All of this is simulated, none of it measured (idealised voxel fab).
Process module in this document: voxel wiring stack
Shown is cross-section cut, with a width of 270 nm and square cells of size 5 nm.
Cross-sections here: square-cell grids, written as top-down lists of bands, a band being one or more rows of cells. Look at the band entry: it leads with the top's height and the bottom's height in nm. Then it lists the materials left to right, with a width in nm for each. The word "everywhere" on a single material says that material fills the band edge to edge. The word "blank" is empty space. Where do heights start? At 0: under that level the wafer as delivered is made of one material only. And the lowest band has no floor; it just carries on downward, as in "z 0 and below". Width spec "30->40" -> top row of cells at first value, bottom row at second value, equal per-row change in between. Where a step carries "everything unchanged", the cross-section came out of it unchanged, cell for cell. You'll see "Closed cavities" listing empty spaces that have no way open to the top, as long as they're 8 cells or more; the notation is width x height at distance, where the distance is from the left edge, and all of it is in nm. Heads up: the bit after the settings on a step's line is the simulator's remark on that step. overlay nm: right-of-plan distance of the mask on a masked step; negative values mean left-of-plan.
## Process steps (planned)
1: RECEIVE: material Si
2: CONFORMAL_DEP: material SiO2, thk nm 15
3: CONFORMAL_DEP: material SiN, thk nm 5
4: DIRECTIONAL_DEP: material lowk, thk nm 25
5: DIRECTIONAL_DEP: material aC, thk nm 15
6: PATTERN: tone open, mask id METAL_1, material resist, width nm 30, pitch nm 50, thk nm 30, overlay nm 0
7: DIRECTIONAL_ETCH: etch materials aC, depth nm 15
8: STRIP: etch materials resist
9: DIRECTIONAL_ETCH: etch materials lowk, depth nm 25
10: DIRECTIONAL_ETCH: etch materials SiN, depth nm 5
11: STRIP: etch materials aC
12: CONFORMAL_DEP: material TiN, thk nm 5
13: FILL_DEP: material Cu, thk nm 10
14: CMP: height nm 45
15: CONFORMAL_DEP: material SiCN, thk nm 5
16: DIRECTIONAL_DEP: material SiO2, thk nm 15
17: DIRECTIONAL_DEP: material aC, thk nm 15
18: PATTERN: tone open, mask id PLUG_1, material resist, width nm 15, pitch nm 50, thk nm 30, overlay nm 0
19: DIRECTIONAL_ETCH: etch materials aC, depth nm 15
20: STRIP: etch materials resist
21: DIRECTIONAL_ETCH: etch materials SiO2, depth nm 15
22: DIRECTIONAL_ETCH: etch materials SiCN, depth nm 5
23: STRIP: etch materials aC
24: CONFORMAL_DEP: material TiN, thk nm 5
25: FILL_DEP: material W, thk nm 5
26: CMP: height nm 65
27: DIRECTIONAL_DEP: material TiN, thk nm 5
28: DIRECTIONAL_DEP: material Ru, thk nm 20
29: MASKED_ETCH: tone cover, mask id METAL_2, width nm 30, pitch nm 50, etch materials Ru, depth nm 20, overlay nm 0
30: MASKED_ETCH: tone cover, mask id METAL_2, width nm 30, pitch nm 50, etch materials TiN, depth nm 5, overlay nm 0
31: FILL_DEP: material lowk, thk nm 10
32: CMP: height nm 90
33: CONFORMAL_DEP: material SiCN, thk nm 5
34: DIRECTIONAL_DEP: material SiO2, thk nm 15
35: DIRECTIONAL_DEP: material aC, thk nm 15
36: PATTERN: tone open, mask id PLUG_2, material resist, width nm 15, thk nm 30, overlay nm 0
37: DIRECTIONAL_ETCH: etch materials aC, depth nm 15
38: STRIP: etch materials resist
39: DIRECTIONAL_ETCH: etch materials SiO2, depth nm 15
40: DIRECTIONAL_ETCH: etch materials SiCN, depth nm 5
41: STRIP: etch materials aC
42: CONFORMAL_DEP: material TiN, thk nm 5
43: FILL_DEP: material W, thk nm 5
44: CMP: height nm 110
45: DIRECTIONAL_DEP: material TiN, thk nm 5
46: DIRECTIONAL_DEP: material Ru, thk nm 15
47: PATTERN: tone cover, mask id METAL_3, material resist, width nm 30, pitch nm 50, thk nm 15, overlay nm 0
48: DIRECTIONAL_ETCH: etch materials Ru, depth nm 15
49: DIRECTIONAL_ETCH: etch materials TiN, depth nm 5
50: STRIP: etch materials resist
51: CONFORMAL_DEP: material SiCN, thk nm 5
52: FILL_DEP: material lowk, thk nm 10
53: CMP: height nm 130
54: CONFORMAL_DEP: material SiCN, thk nm 5
## Cross-section of the wafer as it came to us, i.e., already through step 1
	z 0 and below: Si everywhere
	Closed cavities: none
## The plan above was carried out on the starting structure above with one mistake, and this cross-section shows the wafer at the end of the module
	z 135 to 130: SiCN everywhere
	z 130 to 115: lowk 90, SiCN 5, Ru 30, SiCN 5, lowk 10, SiCN 5, Ru 30, SiCN 5, lowk 90
	z 115 to 110: SiCN 95, TiN 30, SiCN 20, TiN 30, SiCN 95
	z 110 to 95: SiO2 95, TiN 5, W 5, TiN 5, SiO2 160
	z 95 to 90: SiCN 95, TiN 15, SiCN 160
	z 90 to 70: lowk 95, Ru 30, lowk 20, Ru 30, lowk 95
	z 70 to 65: lowk 95, TiN 30, lowk 20, TiN 30, lowk 95
	z 65 to 50: SiO2 95, TiN 5, W 5, TiN 5, SiO2 35, TiN 5, W 5, TiN 5, SiO2 110
	z 50 to 45: SiCN 95, TiN 15, SiCN 35, TiN 15, SiCN 110
	z 45 to 20: lowk 95, TiN 5, SiCN 20, TiN 5, lowk 20, TiN 5, SiCN 20, TiN 5, lowk 95
	z 20 to 15: SiN 95, TiN 30, SiN 20, TiN 30, SiN 95
	z 15 to 0: SiO2 everywhere
	z 0 and below: Si everywhere
	Closed cavities: none
So what did we get wrong on this run? step 13 ran as: FILL_DEP: material SiCN, thk nm 10
